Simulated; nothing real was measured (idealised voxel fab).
Process module in this document: voxel air gaps
Section cut is 175 nm wide and gridded with 5 nm square cells.
Cross-section = grid of square cells, listed top down in bands; band = one or more rows. The entry gives the band's vertical extent as a top height and a bottom height in nm, then its horizontal make-up as materials from left to right, each with a width in nm. "air" stands for empty space; a single material marked "edge to edge" fills the band edge to edge. Heads up on the height convention: 0 is the point under which the incoming wafer is all one material, and the lowest band has no bottom, it just keeps going down, like "top 0, no bottom". A width given as "30 to 40" starts at the first number in the band's top row and ends at the second number in its bottom row, shifting by an equal amount at every step from row to row. "remained the same" means the step left every cell of the cross-section as it was. Look at "Non-vented voids" for the closed voids: empty spaces with no open path to the top, sized 8 cells or up. Each is width x height at distance, distance from the left edge, all nm. after a step's settings: what the simulator itself notes on the step. overlay nm: where the mask lay relative to plan, measured to the right, on steps with a mask; negatives go left.

The planned process steps are enumerated hereunder
1,RECEIVE: material Si
2,CONFORMAL_DEP: material SiO2, thk nm 15
3,CONFORMAL_DEP: material SiN, thk nm 5
4,DIRECTIONAL_DEP: material SiO2, thk nm 30
5,MASKED_ETCH: tone open, mask id LINES, width nm 15, pitch nm 40, etch materials SiO2, depth nm 30, overlay nm 0
6,CONFORMAL_DEP: material TiN, thk nm 5
7,FILL_DEP: material W, thk nm 10
8,CMP: height nm 50
9,EPI: material Ru, thk nm 10
10,SELECTIVE_ETCH: etch materials SiO2, depth nm 40
11,CONFORMAL_DEP: material SiN, thk nm 5

So, the first of our two wafers, run just as we planned it

Cross-section: wafer on arrival = after step 1
	top 0, no bottom: Si edge to edge
	Non-vented voids: none

Wafer xsec, post step 2
	top 15, bottom 0: SiO2 edge to edge
	Heights below 0 show no change.

Wafer xsec, post step 3
	top 20, bottom 15: SiN edge to edge
	Heights below 15 show no change.

Wafer xsec, post step 4
	top 50, bottom 20: SiO2 edge to edge
	Heights below 20 show no change.

Wafer xsec, post step 5
	top 50, bottom 20: 20 SiO2 / 15 air / 25 SiO2 / 15 air / 25 SiO2 / 15 air / 25 SiO2 / 15 air / 20 SiO2
	Heights below 20 show no change.

Wafer xsec, post step 6
	top 55, bottom 50: 25 TiN / 5 air / 35 TiN / 5 air / 35 TiN / 5 air / 35 TiN / 5 air / 25 TiN
	top 50, bottom 25: 20 SiO2 / 5 TiN / 5 air / 5 TiN / 25 SiO2 / 5 TiN / 5 air / 5 TiN / 25 SiO2 / 5 TiN / 5 air / 5 TiN / 25 SiO2 / 5 TiN / 5 air / 5 TiN / 20 SiO2
	top 25, bottom 20: 20 SiO2 / 15 TiN / 25 SiO2 / 15 TiN / 25 SiO2 / 15 TiN / 25 SiO2 / 15 TiN / 20 SiO2
	Heights below 20 show no change.

Wafer xsec, post step 7
	top 65, bottom 55: W edge to edge
	top 55, bottom 50: 25 TiN / 5 W / 35 TiN / 5 W / 35 TiN / 5 W / 35 TiN / 5 W / 25 TiN
	top 50, bottom 25: 20 SiO2 / 5 TiN / 5 W / 5 TiN / 25 SiO2 / 5 TiN / 5 W / 5 TiN / 25 SiO2 / 5 TiN / 5 W / 5 TiN / 25 SiO2 / 5 TiN / 5 W / 5 TiN / 20 SiO2
	Heights below 25 show no change.

Wafer xsec, post step 8
	top 50, bottom 25: 20 SiO2 / 5 TiN / 5 W / 5 TiN / 25 SiO2 / 5 TiN / 5 W / 5 TiN / 25 SiO2 / 5 TiN / 5 W / 5 TiN / 25 SiO2 / 5 TiN / 5 W / 5 TiN / 20 SiO2
	Heights below 25 show no change.

Wafer xsec, post step 9
	top 60, bottom 50: 10 air / 35 Ru / 5 air / 35 Ru / 5 air / 35 Ru / 5 air / 35 Ru / 10 air
	Heights below 50 show no change.

Wafer xsec, post step 10
	top 60, bottom 50: 10 air / 35 Ru / 5 air / 35 Ru / 5 air / 35 Ru / 5 air / 35 Ru / 10 air
	top 50, bottom 25: 20 air / 5 TiN / 5 W / 5 TiN / 25 air / 5 TiN / 5 W / 5 TiN / 25 air / 5 TiN / 5 W / 5 TiN / 25 air / 5 TiN / 5 W / 5 TiN / 20 air
	top 25, bottom 20: 20 air / 15 TiN / 25 air / 15 TiN / 25 air / 15 TiN / 25 air / 15 TiN / 20 air
	Heights below 20 show no change.

Wafer xsec, post step 11
	top 65, bottom 60: 5 air / 165 SiN / 5 air
	top 60, bottom 50: 5 air / 5 SiN / 35 Ru / 5 SiN / 35 Ru / 5 SiN / 35 Ru / 5 SiN / 35 Ru / 5 SiN / 5 air
	top 50, bottom 45: 5 air / 15 SiN / 5 TiN / 5 W / 5 TiN / 25 SiN / 5 TiN / 5 W / 5 TiN / 25 SiN / 5 TiN / 5 W / 5 TiN / 25 SiN / 5 TiN / 5 W / 5 TiN / 15 SiN / 5 air
	top 45, bottom 25: 15 air / 5 SiN / 5 TiN / 5 W / 5 TiN / 5 SiN / 15 air / 5 SiN / 5 TiN / 5 W / 5 TiN / 5 SiN / 15 air / 5 SiN / 5 TiN / 5 W / 5 TiN / 5 SiN / 15 air / 5 SiN / 5 TiN / 5 W / 5 TiN / 5 SiN / 15 air
	top 25, bottom 20: 20 SiN / 15 TiN / 25 SiN / 15 TiN / 25 SiN / 15 TiN / 25 SiN / 15 TiN / 20 SiN
	Heights below 20 show no change.
	Non-vented voids: 15 x 20 at 40; 15 x 20 at 80; 15 x 20 at 120

The second wafer began exactly as the first did and followed the same plan, but one mistake was made while running it; through step 4 inclusive, the two wafers are identical

Cross-section, second wafer, at the end time the plan gives for step 5
	top 50, bottom 20: 25 SiO2 / 15 air / 25 SiO2 / 15 air / 25 SiO2 / 15 air / 25 SiO2 / 15 air / 15 SiO2
	Heights below 20 show no change.

Cross-section, second wafer, at the end time the plan gives for step 6
	top 55, bottom 50: 30 TiN / 5 air / 35 TiN / 5 air / 35 TiN / 5 air / 35 TiN / 5 air / 20 TiN
	top 50, bottom 25: 25 SiO2 / 5 TiN / 5 air / 5 TiN / 25 SiO2 / 5 TiN / 5 air / 5 TiN / 25 SiO2 / 5 TiN / 5 air / 5 TiN / 25 SiO2 / 5 TiN / 5 air / 5 TiN / 15 SiO2
	top 25, bottom 20: 25 SiO2 / 15 TiN / 25 SiO2 / 15 TiN / 25 SiO2 / 15 TiN / 25 SiO2 / 15 TiN / 15 SiO2
	Heights below 20 show no change.

Cross-section, second wafer, at the end time the plan gives for step 7
	top 65, bottom 55: W edge to edge
	top 55, bottom 50: 30 TiN / 5 W / 35 TiN / 5 W / 35 TiN / 5 W / 35 TiN / 5 W / 20 TiN
	top 50, bottom 25: 25 SiO2 / 5 TiN / 5 W / 5 TiN / 25 SiO2 / 5 TiN / 5 W / 5 TiN / 25 SiO2 / 5 TiN / 5 W / 5 TiN / 25 SiO2 / 5 TiN / 5 W / 5 TiN / 15 SiO2
	Heights below 25 show no change.

Cross-section, second wafer, at the end time the plan gives for step 8
	top 50, bottom 25: 25 SiO2 / 5 TiN / 5 W / 5 TiN / 25 SiO2 / 5 TiN / 5 W / 5 TiN / 25 SiO2 / 5 TiN / 5 W / 5 TiN / 25 SiO2 / 5 TiN / 5 W / 5 TiN / 15 SiO2
	Heights below 25 show no change.

Cross-section, second wafer, at the end time the plan gives for step 9
	top 60, bottom 50: 15 air / 35 Ru / 5 air / 35 Ru / 5 air / 35 Ru / 5 air / 35 Ru / 5 air
	Heights below 50 show no change.

Cross-section, second wafer, at the end time the plan gives for step 10
	top 60, bottom 50: 15 air / 35 Ru / 5 air / 35 Ru / 5 air / 35 Ru / 5 air / 35 Ru / 5 air
	top 50, bottom 25: 25 air / 5 TiN / 5 W / 5 TiN / 25 air / 5 TiN / 5 W / 5 TiN / 25 air / 5 TiN / 5 W / 5 TiN / 25 air / 5 TiN / 5 W / 5 TiN / 15 air
	top 25, bottom 20: 25 air / 15 TiN / 25 air / 15 TiN / 25 air / 15 TiN / 25 air / 15 TiN / 15 air
	Heights below 20 show no change.

Cross-section, second wafer, at the end time the plan gives for step 11
	top 65, bottom 60: 10 air / 165 SiN
	top 60, bottom 50: 10 air / 5 SiN / 35 Ru / 5 SiN / 35 Ru / 5 SiN / 35 Ru / 5 SiN / 35 Ru / 5 SiN
	top 50, bottom 45: 10 air / 15 SiN / 5 TiN / 5 W / 5 TiN / 25 SiN / 5 TiN / 5 W / 5 TiN / 25 SiN / 5 TiN / 5 W / 5 TiN / 25 SiN / 5 TiN / 5 W / 5 TiN / 15 SiN
	top 45, bottom 25: 20 air / 5 SiN / 5 TiN / 5 W / 5 TiN / 5 SiN / 15 air / 5 SiN / 5 TiN / 5 W / 5 TiN / 5 SiN / 15 air / 5 SiN / 5 TiN / 5 W / 5 TiN / 5 SiN / 15 air / 5 SiN / 5 TiN / 5 W / 5 TiN / 5 SiN / 10 air
	top 25, bottom 20: 25 SiN / 15 TiN / 25 SiN / 15 TiN / 25 SiN / 15 TiN / 25 SiN / 15 TiN / 15 SiN
	Heights below 20 show no change.
	Non-vented voids: 15 x 20 at 45; 15 x 20 at 85; 15 x 20 at 125; 10 x 20 at 165
what went wrong: step 5 changed vs plan, executed as MASKED_ETCH: tone open, mask id LINES, width nm 15, pitch nm 40, etch materials SiO2, depth nm 30, overlay nm 5
Matching per-material cell counts, mismatched positions: that is how the second wafer compares with the first at the end.
Final observation: first wafer, 3 closed voids; second wafer, 4 closed voids.
